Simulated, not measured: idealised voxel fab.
The document below concerns the process module designated voxel gate over fins.
Xsec cut, 295 nm wide, square cell size 5 nm.
Cross-section spec: square-cell grid; bands listed top down; each band is one or more rows. Each band's line starts with the height of the band's top and of its bottom, in nm. Then come its materials from left to right, each with its width in nm. One material with "throughout" fills the band from edge to edge. "blank" is empty space. Basically, 0 is our baseline, since under it the wafer straight out of the box is all one material. The bottom band has no lower end and keeps on going down, so it looks like "from 0 down". Read "30 to 40" as a graded width: first number on top, second number at the bottom, same change between each pair of neighbouring rows. The designation "remains unaltered", where it is given for a processing step, indicates that no cell of the cross-section was altered in the course of that step. If an empty space has no open way to the top and is at least 8 cells in size, "Enclosed cavities" lists it, written width x height at distance, where distance is measured from the left edge and every value is in nm. If you see something after the settings on a step's line, that's the simulator's own remark about that step. "overlay nm" on a masked step: distance the mask lay right of its planned place, negative for left.
# Planned process steps
1. RECEIVE | material Si
2. CONFORMAL_DEP | material SiN | thk nm 10
3. MASKED_ETCH | tone cover | mask id FINS | width nm 15 | pitch nm 55 | etch materials SiN | depth nm 10 | overlay nm 0
4. MASKED_ETCH | tone cover | mask id FINS | width nm 15 | pitch nm 55 | etch materials Si | depth nm 30 | overlay nm 0
5. OXIDIZE | depth nm 5
6. FILL_DEP | material SiO2 | thk nm 5
7. CMP | height nm 10
8. MASKED_ETCH | tone open | mask id RAIL | width nm 15 | etch materials SiO2 | depth nm 35 | overlay nm 0
9. CONFORMAL_DEP | material TiN | thk nm 5
10. FILL_DEP | material W | thk nm 10
11. CMP | height nm 10
12. SELECTIVE_ETCH | etch materials W Ru TiN | depth nm 30
13. FILL_DEP | material SiO2 | thk nm 5
14. CMP | height nm 10
15. SELECTIVE_ETCH | etch materials SiO2 | depth nm 25
16. STRIP | etch materials SiN
17. CONFORMAL_DEP | material HfO2 | thk nm 5
18. CONFORMAL_DEP | material TiN | thk nm 5
19. FILL_DEP | material W | thk nm 10
20. CMP | height nm 15
21. CONFORMAL_DEP | material SiN | thk nm 5
# Cross-section: wafer on arrival = after step 1
> from 0 down  Si throughout
> Enclosed cavities: none
# Cross-sectional view of the first of the two wafers upon completion of the module, processed in accordance with the plan
> from 20 to 15  SiN throughout
> from 15 to 10  W throughout
> from 10 to 5  105 of W; 25 of TiN; 30 of W; 25 of TiN; 110 of W
> from 5 to 0  105 of W; 5 of TiN; 15 of HfO2; 5 of TiN; 30 of W; 5 of TiN; 15 of HfO2; 5 of TiN; 110 of W
> from 0 to -5  105 of W; 5 of TiN; 5 of HfO2; 5 of Si; 5 of HfO2; 5 of TiN; 30 of W; 5 of TiN; 5 of HfO2; 5 of Si; 5 of HfO2; 5 of TiN; 110 of W
> from -5 to -10  110 of TiN; 5 of HfO2; 5 of Si; 5 of HfO2; 40 of TiN; 5 of HfO2; 5 of Si; 5 of HfO2; 115 of TiN
> from -10 to -15  115 of HfO2; 5 of Si; 50 of HfO2; 5 of Si; 120 of HfO2
> from -15 to -20  115 of SiO2; 5 of Si; 50 of SiO2; 5 of Si; 120 of SiO2
> from -20 to -25  115 of SiO2; 5 of Si; 15 of SiO2; 15 of TiN; 20 of SiO2; 5 of Si; 120 of SiO2
> from -25 to -35  115 of SiO2; 5 of Si; 50 of SiO2; 5 of Si; 120 of SiO2
> from -35 down  Si throughout
> Enclosed cavities: none
# Cross-section at end of module for the second wafer of two, which matched the first in starting point and plan and differed by one mistake in its processing
> from 20 to 15  SiN throughout
> from 15 to 10  W throughout
> from 10 to 5  105 of W; 25 of TiN; 30 of W; 25 of TiN; 110 of W
> from 5 to 0  105 of W; 5 of TiN; 15 of HfO2; 5 of TiN; 30 of W; 5 of TiN; 15 of HfO2; 5 of TiN; 110 of W
> from 0 to -5  105 of W; 5 of TiN; 5 of HfO2; 5 of Si; 5 of HfO2; 5 of TiN; 30 of W; 5 of TiN; 5 of HfO2; 5 of Si; 5 of HfO2; 5 of TiN; 110 of W
> from -5 to -10  110 of TiN; 5 of HfO2; 5 of Si; 5 of HfO2; 40 of TiN; 5 of HfO2; 5 of Si; 5 of HfO2; 115 of TiN
> from -10 to -15  115 of HfO2; 5 of Si; 50 of HfO2; 5 of Si; 120 of HfO2
> from -15 to -20  115 of SiO2; 5 of Si; 50 of SiO2; 5 of Si; 120 of SiO2
> from -20 to -25  115 of SiO2; 5 of Si; 15 of SiO2; 20 of TiN; 15 of SiO2; 5 of Si; 120 of SiO2
> from -25 to -35  115 of SiO2; 5 of Si; 50 of SiO2; 5 of Si; 120 of SiO2
> from -35 down  Si throughout
> Enclosed cavities: none
Plan not followed: rather than as planned, step 8 actually ran as MASKED_ETCH | tone open | mask id RAIL | width nm 20 | etch materials SiO2 | depth nm 35 | overlay nm 0
Final tally in cells, some materials are higher or lower on the second wafer than on the first: SiO2: 1 fewer | TiN: 1 more
